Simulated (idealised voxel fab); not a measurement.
process module | voxel transistor to metal
cross-section cut | 160 nm wide | cells 5 nm
A cross-section is a grid of square cells, given in bands from the top down. A band is one or more rows of cells.
Each band's line starts with the height of the band's top and of its bottom, in nm. Then come its materials from left to right, each with its width in nm. One material with "throughout" fills the band from edge to edge. "air" is empty space.
Height 0 is the level under which the wafer as received is all one material. The lowest band goes on downwards, as in "0 down".
A width such as "30 to 40" changes by the same amount from each row of cells to the next, from the band's top row to its bottom row.
"no change" after a step means that no cell of the cross-section changed.
closed voids: empty space of 8 cells or more with no open way to the top, each as width x height at its distance from the left edge, in nm
after a step's settings: what the simulator itself notes on the step
overlay nm, on a step with a mask: how far to the right of its planned place the mask lay; to the left if negative
plan
1 op RECEIVE | material Si
2 op OXIDIZE | depth nm 5
3 op CONFORMAL_DEP | material SiN | thk nm 15
4 op PATTERN | tone cover | mask id ACTIVE | material resist | width nm 120 | thk nm 15 | overlay nm 0
5 op DIRECTIONAL_ETCH | etch materials SiN | depth nm 15
6 op DIRECTIONAL_ETCH | etch materials SiO2 | depth nm 5
7 op DIRECTIONAL_ETCH | etch materials Si | depth nm 35
8 op STRIP | etch materials resist
9 op OXIDIZE | depth nm 5
10 op FILL_DEP | material SiO2 | thk nm 5
11 op CMP | height nm 15
12 op SELECTIVE_ETCH | etch materials SiO2 | depth nm 5
13 op STRIP | etch materials SiN
14 op SELECTIVE_ETCH | etch materials SiO2 | depth nm 5
15 op OXIDIZE | depth nm 5
16 op DIRECTIONAL_DEP | material polySi | thk nm 20
17 op DIRECTIONAL_DEP | material SiCN | thk nm 10
18 op MASKED_ETCH | tone cover | mask id GATE | width nm 30 | etch materials SiCN | depth nm 20 | overlay nm 0
19 op MASKED_ETCH | tone cover | mask id GATE | width nm 30 | etch materials polySi | depth nm 30 | overlay nm 0
20 op CONFORMAL_DEP | material SiO2 | thk nm 5
21 op DIRECTIONAL_ETCH | etch materials SiO2 | depth nm 5
22 op CONFORMAL_DEP | material SiN | thk nm 5
23 op DIRECTIONAL_ETCH | etch materials SiN | depth nm 5
24 op DIRECTIONAL_ETCH | etch materials SiO2 | depth nm 5
25 op DIRECTIONAL_ETCH | etch materials Si | depth nm 15
26 op EPI | material SiGe | thk nm 20
27 op FILL_DEP | material SiO2 | thk nm 10
28 op CMP | height nm 15
29 op STRIP | etch materials polySi
30 op SELECTIVE_ETCH | etch materials SiO2 | depth nm 5
31 op CONFORMAL_DEP | material HfO2 | thk nm 5
32 op CONFORMAL_DEP | material TiN | thk nm 5
33 op FILL_DEP | material W | thk nm 10
34 op CMP | height nm 10
35 op DIRECTIONAL_DEP | material SiO2 | thk nm 10
36 op PATTERN | tone open | mask id CONTACT | material resist | width nm 20 | pitch nm 90 | thk nm 15 | overlay nm 0
37 op DIRECTIONAL_ETCH | etch materials SiO2 | depth nm 25
38 op STRIP | etch materials resist
39 op CONFORMAL_DEP | material TiN | thk nm 5
40 op FILL_DEP | material W | thk nm 5
41 op CMP | height nm 20
42 op DIRECTIONAL_DEP | material TiN | thk nm 5
43 op DIRECTIONAL_DEP | material W | thk nm 20
44 op PATTERN | tone cover | mask id METAL_1 | material resist | width nm 20 | pitch nm 90 | thk nm 20 | overlay nm 0
45 op DIRECTIONAL_ETCH | etch materials W | depth nm 20
46 op DIRECTIONAL_ETCH | etch materials TiN | depth nm 5
47 op STRIP | etch materials resist
48 op CONFORMAL_DEP | material SiN | thk nm 5
49 op FILL_DEP | material SiO2 | thk nm 10
50 op CMP | height nm 45
51 op CONFORMAL_DEP | material SiCN | thk nm 5
52 op DIRECTIONAL_DEP | material SiO2 | thk nm 35
53 op PATTERN | tone open | mask id METAL_2_HOLES | material resist | width nm 15 | pitch nm 90 | thk nm 20 | overlay nm 0
54 op DIRECTIONAL_ETCH | etch materials SiO2 | depth nm 35
55 op STRIP | etch materials resist
56 op PATTERN | tone open | mask id METAL_2 | material resist | width nm 20 | pitch nm 90 | thk nm 15 | overlay nm 0
57 op DIRECTIONAL_ETCH | etch materials SiO2 | depth nm 20
58 op DIRECTIONAL_ETCH | etch materials SiCN | depth nm 5
59 op STRIP | etch materials resist
60 op CONFORMAL_DEP | material TiN | thk nm 5
61 op FILL_DEP | material Cu | thk nm 10
62 op CMP | height nm 85
63 op CONFORMAL_DEP | material SiCN | thk nm 5
first wafer, as planned
as received, after step 1
  0 down: Si throughout
  closed voids: none
after step 2
  0 to -5: SiO2 throughout
  below -5: unchanged
after step 3
  15 to 0: SiN throughout
  below 0: unchanged
after step 4
  30 to 15: air 20 | resist 120 | air 20
  below 15: unchanged
after step 5
  30 to 15: air 20 | resist 120 | air 20
  15 to 0: air 20 | SiN 120 | air 20
  below 0: unchanged
after step 6
  30 to 15: air 20 | resist 120 | air 20
  15 to 0: air 20 | SiN 120 | air 20
  0 to -5: air 20 | SiO2 120 | air 20
  below -5: unchanged
after step 7
  30 to 15: air 20 | resist 120 | air 20
  15 to 0: air 20 | SiN 120 | air 20
  0 to -5: air 20 | SiO2 120 | air 20
  -5 to -40: air 20 | Si 120 | air 20
  below -40: unchanged
after step 8
  15 to 0: air 20 | SiN 120 | air 20
  below 0: unchanged
after step 9
  15 to 0: air 20 | SiN 120 | air 20
  0 to -5: air 20 | SiO2 120 | air 20
  -5 to -40: air 20 | SiO2 5 | Si 110 | SiO2 5 | air 20
  -40 to -45: SiO2 25 | Si 110 | SiO2 25
  below -45: unchanged
after step 10
  20 to 15: SiO2 throughout
  15 to 0: SiO2 20 | SiN 120 | SiO2 20
  0 to -5: SiO2 throughout
  -5 to -45: SiO2 25 | Si 110 | SiO2 25
  below -45: unchanged
after step 11
  15 to 0: SiO2 20 | SiN 120 | SiO2 20
  below 0: unchanged
after step 12
  15 to 10: air 20 | SiN 120 | air 20
  below 10: unchanged
after step 13
  10 to 0: SiO2 20 | air 120 | SiO2 20
  below 0: unchanged
after step 14
  5 to -5: SiO2 15 | air 130 | SiO2 15
  below -5: unchanged
after step 15
  5 to -5: SiO2 15 | air 130 | SiO2 15
  -5 to -10: SiO2 throughout
  below -10: unchanged
after step 16
  25 to 15: polySi 15 | air 130 | polySi 15
  15 to 5: polySi throughout
  5 to -5: SiO2 15 | polySi 130 | SiO2 15
  below -5: unchanged
after step 17
  35 to 25: SiCN 15 | air 130 | SiCN 15
  25 to 15: polySi 15 | SiCN 130 | polySi 15
  below 15: unchanged
after step 18
  25 to 15: polySi 15 | air 50 | SiCN 30 | air 50 | polySi 15
  below 15: unchanged
after step 19
  25 to 15: air 65 | SiCN 30 | air 65
  15 to 5: air 65 | polySi 30 | air 65
  5 to -5: SiO2 15 | air 50 | polySi 30 | air 50 | SiO2 15
  below -5: unchanged
after step 20
  30 to 25: air 60 | SiO2 40 | air 60
  25 to 15: air 60 | SiO2 5 | SiCN 30 | SiO2 5 | air 60
  15 to 10: air 60 | SiO2 5 | polySi 30 | SiO2 5 | air 60
  10 to 0: SiO2 20 | air 40 | SiO2 5 | polySi 30 | SiO2 5 | air 40 | SiO2 20
  0 to -5: SiO2 65 | polySi 30 | SiO2 65
  below -5: unchanged
after step 21
  25 to 15: air 60 | SiO2 5 | SiCN 30 | SiO2 5 | air 60
  15 to 5: air 60 | SiO2 5 | polySi 30 | SiO2 5 | air 60
  5 to -5: SiO2 20 | air 40 | SiO2 5 | polySi 30 | SiO2 5 | air 40 | SiO2 20
  below -5: unchanged
after step 22
  30 to 25: air 55 | SiN 50 | air 55
  25 to 15: air 55 | SiN 5 | SiO2 5 | SiCN 30 | SiO2 5 | SiN 5 | air 55
  15 to 10: air 55 | SiN 5 | SiO2 5 | polySi 30 | SiO2 5 | SiN 5 | air 55
  10 to 5: SiN 25 | air 30 | SiN 5 | SiO2 5 | polySi 30 | SiO2 5 | SiN 5 | air 30 | SiN 25
  5 to 0: SiO2 20 | SiN 5 | air 30 | SiN 5 | SiO2 5 | polySi 30 | SiO2 5 | SiN 5 | air 30 | SiN 5 | SiO2 20
  0 to -5: SiO2 20 | SiN 40 | SiO2 5 | polySi 30 | SiO2 5 | SiN 40 | SiO2 20
  below -5: unchanged
after step 23
  25 to 15: air 55 | SiN 5 | SiO2 5 | SiCN 30 | SiO2 5 | SiN 5 | air 55
  15 to 5: air 55 | SiN 5 | SiO2 5 | polySi 30 | SiO2 5 | SiN 5 | air 55
  5 to -5: SiO2 20 | SiN 5 | air 30 | SiN 5 | SiO2 5 | polySi 30 | SiO2 5 | SiN 5 | air 30 | SiN 5 | SiO2 20
  below -5: unchanged
after step 24
  25 to 20: air 55 | SiN 5 | air 5 | SiCN 30 | air 5 | SiN 5 | air 55
  20 to 15: air 55 | SiN 5 | SiO2 5 | SiCN 30 | SiO2 5 | SiN 5 | air 55
  15 to 5: air 55 | SiN 5 | SiO2 5 | polySi 30 | SiO2 5 | SiN 5 | air 55
  5 to 0: air 20 | SiN 5 | air 30 | SiN 5 | SiO2 5 | polySi 30 | SiO2 5 | SiN 5 | air 30 | SiN 5 | air 20
  0 to -5: SiO2 20 | SiN 5 | air 30 | SiN 5 | SiO2 5 | polySi 30 | SiO2 5 | SiN 5 | air 30 | SiN 5 | SiO2 20
  -5 to -10: SiO2 25 | air 30 | SiO2 50 | air 30 | SiO2 25
  below -10: unchanged
after step 25
  25 to 20: air 55 | SiN 5 | air 5 | SiCN 30 | air 5 | SiN 5 | air 55
  20 to 15: air 55 | SiN 5 | SiO2 5 | SiCN 30 | SiO2 5 | SiN 5 | air 55
  15 to 5: air 55 | SiN 5 | SiO2 5 | polySi 30 | SiO2 5 | SiN 5 | air 55
  5 to 0: air 20 | SiN 5 | air 30 | SiN 5 | SiO2 5 | polySi 30 | SiO2 5 | SiN 5 | air 30 | SiN 5 | air 20
  0 to -5: SiO2 20 | SiN 5 | air 30 | SiN 5 | SiO2 5 | polySi 30 | SiO2 5 | SiN 5 | air 30 | SiN 5 | SiO2 20
  -5 to -10: SiO2 25 | air 30 | SiO2 50 | air 30 | SiO2 25
  -10 to -25: SiO2 25 | air 30 | Si 50 | air 30 | SiO2 25
  below -25: unchanged
after step 26
  25 to 20: air 55 | SiN 5 | air 5 | SiCN 30 | air 5 | SiN 5 | air 55
  20 to 15: air 55 | SiN 5 | SiO2 5 | SiCN 30 | SiO2 5 | SiN 5 | air 55
  15 to 10: air 55 | SiN 5 | SiO2 5 | polySi 30 | SiO2 5 | SiN 5 | air 55
  10 to 5: air 35 | SiGe 20 | SiN 5 | SiO2 5 | polySi 30 | SiO2 5 | SiN 5 | SiGe 20 | air 35
  5 to 0: air 20 | SiN 5 | air 10 | SiGe 20 | SiN 5 | SiO2 5 | polySi 30 | SiO2 5 | SiN 5 | SiGe 20 | air 10 | SiN 5 | air 20
  0 to -5: SiO2 20 | SiN 5 | air 10 | SiGe 20 | SiN 5 | SiO2 5 | polySi 30 | SiO2 5 | SiN 5 | SiGe 20 | air 10 | SiN 5 | SiO2 20
  -5 to -10: SiO2 25 | SiGe 30 | SiO2 50 | SiGe 30 | SiO2 25
  -10 to -25: SiO2 25 | SiGe 30 | Si 50 | SiGe 30 | SiO2 25
  below -25: unchanged
after step 27
  35 to 25: SiO2 throughout
  25 to 15: SiO2 55 | SiN 5 | SiO2 5 | SiCN 30 | SiO2 5 | SiN 5 | SiO2 55
  15 to 10: SiO2 55 | SiN 5 | SiO2 5 | polySi 30 | SiO2 5 | SiN 5 | SiO2 55
  10 to 5: SiO2 35 | SiGe 20 | SiN 5 | SiO2 5 | polySi 30 | SiO2 5 | SiN 5 | SiGe 20 | SiO2 35
  5 to -5: SiO2 20 | SiN 5 | SiO2 10 | SiGe 20 | SiN 5 | SiO2 5 | polySi 30 | SiO2 5 | SiN 5 | SiGe 20 | SiO2 10 | SiN 5 | SiO2 20
  below -5: unchanged
after step 28
  15 to 10: SiO2 55 | SiN 5 | SiO2 5 | polySi 30 | SiO2 5 | SiN 5 | SiO2 55
  below 10: unchanged
after step 29
  15 to 10: SiO2 55 | SiN 5 | SiO2 5 | air 30 | SiO2 5 | SiN 5 | SiO2 55
  10 to 5: SiO2 35 | SiGe 20 | SiN 5 | SiO2 5 | air 30 | SiO2 5 | SiN 5 | SiGe 20 | SiO2 35
  5 to -5: SiO2 20 | SiN 5 | SiO2 10 | SiGe 20 | SiN 5 | SiO2 5 | air 30 | SiO2 5 | SiN 5 | SiGe 20 | SiO2 10 | SiN 5 | SiO2 20
  below -5: unchanged
after step 30
  15 to 10: air 55 | SiN 5 | air 40 | SiN 5 | air 55
  10 to 5: SiO2 35 | SiGe 20 | SiN 5 | air 40 | SiN 5 | SiGe 20 | SiO2 35
  5 to -5: SiO2 20 | SiN 5 | SiO2 10 | SiGe 20 | SiN 5 | air 40 | SiN 5 | SiGe 20 | SiO2 10 | SiN 5 | SiO2 20
  -5 to -10: SiO2 25 | SiGe 30 | SiO2 5 | air 40 | SiO2 5 | SiGe 30 | SiO2 25
  below -10: unchanged
after step 31
  20 to 15: air 50 | HfO2 15 | air 30 | HfO2 15 | air 50
  15 to 10: HfO2 55 | SiN 5 | HfO2 5 | air 30 | HfO2 5 | SiN 5 | HfO2 55
  10 to 5: SiO2 35 | SiGe 20 | SiN 5 | HfO2 5 | air 30 | HfO2 5 | SiN 5 | SiGe 20 | SiO2 35
  5 to -5: SiO2 20 | SiN 5 | SiO2 10 | SiGe 20 | SiN 5 | HfO2 5 | air 30 | HfO2 5 | SiN 5 | SiGe 20 | SiO2 10 | SiN 5 | SiO2 20
  -5 to -10: SiO2 25 | SiGe 30 | SiO2 5 | HfO2 40 | SiO2 5 | SiGe 30 | SiO2 25
  below -10: unchanged
after step 32
  25 to 20: air 45 | TiN 25 | air 20 | TiN 25 | air 45
  20 to 15: TiN 50 | HfO2 15 | TiN 5 | air 20 | TiN 5 | HfO2 15 | TiN 50
  15 to 10: HfO2 55 | SiN 5 | HfO2 5 | TiN 5 | air 20 | TiN 5 | HfO2 5 | SiN 5 | HfO2 55
  10 to 5: SiO2 35 | SiGe 20 | SiN 5 | HfO2 5 | TiN 5 | air 20 | TiN 5 | HfO2 5 | SiN 5 | SiGe 20 | SiO2 35
  5 to 0: SiO2 20 | SiN 5 | SiO2 10 | SiGe 20 | SiN 5 | HfO2 5 | TiN 5 | air 20 | TiN 5 | HfO2 5 | SiN 5 | SiGe 20 | SiO2 10 | SiN 5 | SiO2 20
  0 to -5: SiO2 20 | SiN 5 | SiO2 10 | SiGe 20 | SiN 5 | HfO2 5 | TiN 30 | HfO2 5 | SiN 5 | SiGe 20 | SiO2 10 | SiN 5 | SiO2 20
  below -5: unchanged
after step 33
  35 to 25: W throughout
  25 to 20: W 45 | TiN 25 | W 20 | TiN 25 | W 45
  20 to 15: TiN 50 | HfO2 15 | TiN 5 | W 20 | TiN 5 | HfO2 15 | TiN 50
  15 to 10: HfO2 55 | SiN 5 | HfO2 5 | TiN 5 | W 20 | TiN 5 | HfO2 5 | SiN 5 | HfO2 55
  10 to 5: SiO2 35 | SiGe 20 | SiN 5 | HfO2 5 | TiN 5 | W 20 | TiN 5 | HfO2 5 | SiN 5 | SiGe 20 | SiO2 35
  5 to 0: SiO2 20 | SiN 5 | SiO2 10 | SiGe 20 | SiN 5 | HfO2 5 | TiN 5 | W 20 | TiN 5 | HfO2 5 | SiN 5 | SiGe 20 | SiO2 10 | SiN 5 | SiO2 20
  below 0: unchanged
after step 34
  10 to 5: SiO2 35 | SiGe 20 | SiN 5 | HfO2 5 | TiN 5 | W 20 | TiN 5 | HfO2 5 | SiN 5 | SiGe 20 | SiO2 35
  below 5: unchanged
after step 35
  20 to 10: SiO2 throughout
  below 10: unchanged
after step 36
  35 to 20: resist 25 | air 20 | resist 70 | air 20 | resist 25
  below 20: unchanged
after step 37
  35 to 20: resist 25 | air 20 | resist 70 | air 20 | resist 25
  20 to 10: SiO2 25 | air 20 | SiO2 70 | air 20 | SiO2 25
  10 to 5: SiO2 25 | air 10 | SiGe 20 | SiN 5 | HfO2 5 | TiN 5 | W 20 | TiN 5 | HfO2 5 | SiN 5 | SiGe 20 | air 10 | SiO2 25
  5 to 0: SiO2 20 | SiN 5 | air 10 | SiGe 20 | SiN 5 | HfO2 5 | TiN 5 | W 20 | TiN 5 | HfO2 5 | SiN 5 | SiGe 20 | air 10 | SiN 5 | SiO2 20
  0 to -5: SiO2 20 | SiN 5 | air 10 | SiGe 20 | SiN 5 | HfO2 5 | TiN 30 | HfO2 5 | SiN 5 | SiGe 20 | air 10 | SiN 5 | SiO2 20
  below -5: unchanged
after step 38
  20 to 10: SiO2 25 | air 20 | SiO2 70 | air 20 | SiO2 25
  below 10: unchanged
after step 39
  25 to 20: TiN 30 | air 10 | TiN 80 | air 10 | TiN 30
  20 to 15: SiO2 25 | TiN 5 | air 10 | TiN 5 | SiO2 70 | TiN 5 | air 10 | TiN 5 | SiO2 25
  15 to 10: SiO2 25 | TiN 20 | SiO2 70 | TiN 20 | SiO2 25
  10 to 5: SiO2 25 | TiN 10 | SiGe 20 | SiN 5 | HfO2 5 | TiN 5 | W 20 | TiN 5 | HfO2 5 | SiN 5 | SiGe 20 | TiN 10 | SiO2 25
  5 to 0: SiO2 20 | SiN 5 | TiN 10 | SiGe 20 | SiN 5 | HfO2 5 | TiN 5 | W 20 | TiN 5 | HfO2 5 | SiN 5 | SiGe 20 | TiN 10 | SiN 5 | SiO2 20
  0 to -5: SiO2 20 | SiN 5 | TiN 10 | SiGe 20 | SiN 5 | HfO2 5 | TiN 30 | HfO2 5 | SiN 5 | SiGe 20 | TiN 10 | SiN 5 | SiO2 20
  below -5: unchanged
after step 40
  30 to 25: W throughout
  25 to 20: TiN 30 | W 10 | TiN 80 | W 10 | TiN 30
  20 to 15: SiO2 25 | TiN 5 | W 10 | TiN 5 | SiO2 70 | TiN 5 | W 10 | TiN 5 | SiO2 25
  below 15: unchanged
after step 41
  20 to 15: SiO2 25 | TiN 5 | W 10 | TiN 5 | SiO2 70 | TiN 5 | W 10 | TiN 5 | SiO2 25
  below 15: unchanged
after step 42
  25 to 20: TiN throughout
  below 20: unchanged
after step 43
  45 to 25: W throughout
  below 25: unchanged
after step 44
  65 to 45: air 25 | resist 20 | air 70 | resist 20 | air 25
  below 45: unchanged
after step 45
  65 to 45: air 25 | resist 20 | air 70 | resist 20 | air 25
  45 to 25: air 25 | W 20 | air 70 | W 20 | air 25
  below 25: unchanged
after step 46
  65 to 45: air 25 | resist 20 | air 70 | resist 20 | air 25
  45 to 25: air 25 | W 20 | air 70 | W 20 | air 25
  25 to 20: air 25 | TiN 20 | air 70 | TiN 20 | air 25
  below 20: unchanged
after step 47
  45 to 25: air 25 | W 20 | air 70 | W 20 | air 25
  below 25: unchanged
after step 48
  50 to 45: air 20 | SiN 30 | air 60 | SiN 30 | air 20
  45 to 25: air 20 | SiN 5 | W 20 | SiN 5 | air 60 | SiN 5 | W 20 | SiN 5 | air 20
  25 to 20: SiN 25 | TiN 20 | SiN 70 | TiN 20 | SiN 25
  below 20: unchanged
after step 49
  60 to 50: SiO2 throughout
  50 to 45: SiO2 20 | SiN 30 | SiO2 60 | SiN 30 | SiO2 20
  45 to 25: SiO2 20 | SiN 5 | W 20 | SiN 5 | SiO2 60 | SiN 5 | W 20 | SiN 5 | SiO2 20
  below 25: unchanged
after step 50
  45 to 25: SiO2 20 | SiN 5 | W 20 | SiN 5 | SiO2 60 | SiN 5 | W 20 | SiN 5 | SiO2 20
  below 25: unchanged
after step 51
  50 to 45: SiCN throughout
  below 45: unchanged
after step 52
  85 to 50: SiO2 throughout
  below 50: unchanged
after step 53
  105 to 85: resist 25 | air 15 | resist 75 | air 15 | resist 30
  below 85: unchanged
after step 54
  105 to 85: resist 25 | air 15 | resist 75 | air 15 | resist 30
  85 to 50: SiO2 25 | air 15 | SiO2 75 | air 15 | SiO2 30
  below 50: unchanged
after step 55
  85 to 50: SiO2 25 | air 15 | SiO2 75 | air 15 | SiO2 30
  below 50: unchanged
after step 56
  100 to 85: resist 25 | air 20 | resist 70 | air 20 | resist 25
  below 85: unchanged
after step 57
  100 to 85: resist 25 | air 20 | resist 70 | air 20 | resist 25
  85 to 65: SiO2 25 | air 20 | SiO2 70 | air 20 | SiO2 25
  below 65: unchanged
after step 58
  100 to 85: resist 25 | air 20 | resist 70 | air 20 | resist 25
  85 to 65: SiO2 25 | air 20 | SiO2 70 | air 20 | SiO2 25
  65 to 50: SiO2 25 | air 15 | SiO2 75 | air 15 | SiO2 30
  50 to 45: SiCN 25 | air 15 | SiCN 75 | air 15 | SiCN 30
  below 45: unchanged
after step 59
  85 to 65: SiO2 25 | air 20 | SiO2 70 | air 20 | SiO2 25
  below 65: unchanged
after step 60
  90 to 85: TiN 30 | air 10 | TiN 80 | air 10 | TiN 30
  85 to 70: SiO2 25 | TiN 5 | air 10 | TiN 5 | SiO2 70 | TiN 5 | air 10 | TiN 5 | SiO2 25
  70 to 65: SiO2 25 | TiN 5 | air 5 | TiN 10 | SiO2 70 | TiN 5 | air 5 | TiN 10 | SiO2 25
  65 to 50: SiO2 25 | TiN 5 | air 5 | TiN 5 | SiO2 75 | TiN 5 | air 5 | TiN 5 | SiO2 30
  50 to 45: SiCN 25 | TiN 15 | SiCN 75 | TiN 15 | SiCN 30
  below 45: unchanged
after step 61
  100 to 90: Cu throughout
  90 to 85: TiN 30 | Cu 10 | TiN 80 | Cu 10 | TiN 30
  85 to 70: SiO2 25 | TiN 5 | Cu 10 | TiN 5 | SiO2 70 | TiN 5 | Cu 10 | TiN 5 | SiO2 25
  70 to 65: SiO2 25 | TiN 5 | Cu 5 | TiN 10 | SiO2 70 | TiN 5 | Cu 5 | TiN 10 | SiO2 25
  65 to 50: SiO2 25 | TiN 5 | Cu 5 | TiN 5 | SiO2 75 | TiN 5 | Cu 5 | TiN 5 | SiO2 30
  below 50: unchanged
after step 62
  85 to 70: SiO2 25 | TiN 5 | Cu 10 | TiN 5 | SiO2 70 | TiN 5 | Cu 10 | TiN 5 | SiO2 25
  below 70: unchanged
after step 63
  90 to 85: SiCN throughout
  below 85: unchanged
second wafer: like start, like plan, one mistake. Through step 41 it matches the first wafer
when step 42 should have ended
  40 to 20: W throughout
  below 20: unchanged
when step 43 should have ended
  45 to 40: TiN throughout
  below 40: unchanged
when step 44 should have ended
  65 to 45: air 25 | resist 20 | air 70 | resist 20 | air 25
  below 45: unchanged
when step 45 should have ended: no change
when step 46 should have ended
  65 to 45: air 25 | resist 20 | air 70 | resist 20 | air 25
  45 to 40: air 25 | TiN 20 | air 70 | TiN 20 | air 25
  below 40: unchanged
when step 47 should have ended
  45 to 40: air 25 | TiN 20 | air 70 | TiN 20 | air 25
  below 40: unchanged
when step 48 should have ended
  50 to 45: air 20 | SiN 30 | air 60 | SiN 30 | air 20
  45 to 40: SiN 25 | TiN 20 | SiN 70 | TiN 20 | SiN 25
  below 40: unchanged
when step 49 should have ended
  60 to 50: SiO2 throughout
  50 to 45: SiO2 20 | SiN 30 | SiO2 60 | SiN 30 | SiO2 20
  below 45: unchanged
when step 50 should have ended
  45 to 40: SiN 25 | TiN 20 | SiN 70 | TiN 20 | SiN 25
  below 40: unchanged
when step 51 should have ended
  50 to 45: SiCN throughout
  below 45: unchanged
when step 52 should have ended
  85 to 50: SiO2 throughout
  below 50: unchanged
when step 53 should have ended
  105 to 85: resist 25 | air 15 | resist 75 | air 15 | resist 30
  below 85: unchanged
when step 54 should have ended
  105 to 85: resist 25 | air 15 | resist 75 | air 15 | resist 30
  85 to 50: SiO2 25 | air 15 | SiO2 75 | air 15 | SiO2 30
  below 50: unchanged
when step 55 should have ended
  85 to 50: SiO2 25 | air 15 | SiO2 75 | air 15 | SiO2 30
  below 50: unchanged
when step 56 should have ended
  100 to 85: resist 25 | air 20 | resist 70 | air 20 | resist 25
  below 85: unchanged
when step 57 should have ended
  100 to 85: resist 25 | air 20 | resist 70 | air 20 | resist 25
  85 to 65: SiO2 25 | air 20 | SiO2 70 | air 20 | SiO2 25
  below 65: unchanged
when step 58 should have ended
  100 to 85: resist 25 | air 20 | resist 70 | air 20 | resist 25
  85 to 65: SiO2 25 | air 20 | SiO2 70 | air 20 | SiO2 25
  65 to 50: SiO2 25 | air 15 | SiO2 75 | air 15 | SiO2 30
  50 to 45: SiCN 25 | air 15 | SiCN 75 | air 15 | SiCN 30
  below 45: unchanged
when step 59 should have ended
  85 to 65: SiO2 25 | air 20 | SiO2 70 | air 20 | SiO2 25
  below 65: unchanged
when step 60 should have ended
  90 to 85: TiN 30 | air 10 | TiN 80 | air 10 | TiN 30
  85 to 70: SiO2 25 | TiN 5 | air 10 | TiN 5 | SiO2 70 | TiN 5 | air 10 | TiN 5 | SiO2 25
  70 to 65: SiO2 25 | TiN 5 | air 5 | TiN 10 | SiO2 70 | TiN 5 | air 5 | TiN 10 | SiO2 25
  65 to 50: SiO2 25 | TiN 5 | air 5 | TiN 5 | SiO2 75 | TiN 5 | air 5 | TiN 5 | SiO2 30
  50 to 45: SiCN 25 | TiN 15 | SiCN 75 | TiN 15 | SiCN 30
  below 45: unchanged
when step 61 should have ended
  100 to 90: Cu throughout
  90 to 85: TiN 30 | Cu 10 | TiN 80 | Cu 10 | TiN 30
  85 to 70: SiO2 25 | TiN 5 | Cu 10 | TiN 5 | SiO2 70 | TiN 5 | Cu 10 | TiN 5 | SiO2 25
  70 to 65: SiO2 25 | TiN 5 | Cu 5 | TiN 10 | SiO2 70 | TiN 5 | Cu 5 | TiN 10 | SiO2 25
  65 to 50: SiO2 25 | TiN 5 | Cu 5 | TiN 5 | SiO2 75 | TiN 5 | Cu 5 | TiN 5 | SiO2 30
  below 50: unchanged
when step 62 should have ended
  85 to 70: SiO2 25 | TiN 5 | Cu 10 | TiN 5 | SiO2 70 | TiN 5 | Cu 10 | TiN 5 | SiO2 25
  below 70: unchanged
when step 63 should have ended
  90 to 85: SiCN throughout
  below 85: unchanged
what went wrong: steps 42 and 43 were swapped
at the end the second wafer has, in cells: 16 fewer of SiN | 80 fewer of SiO2 | 96 more of W
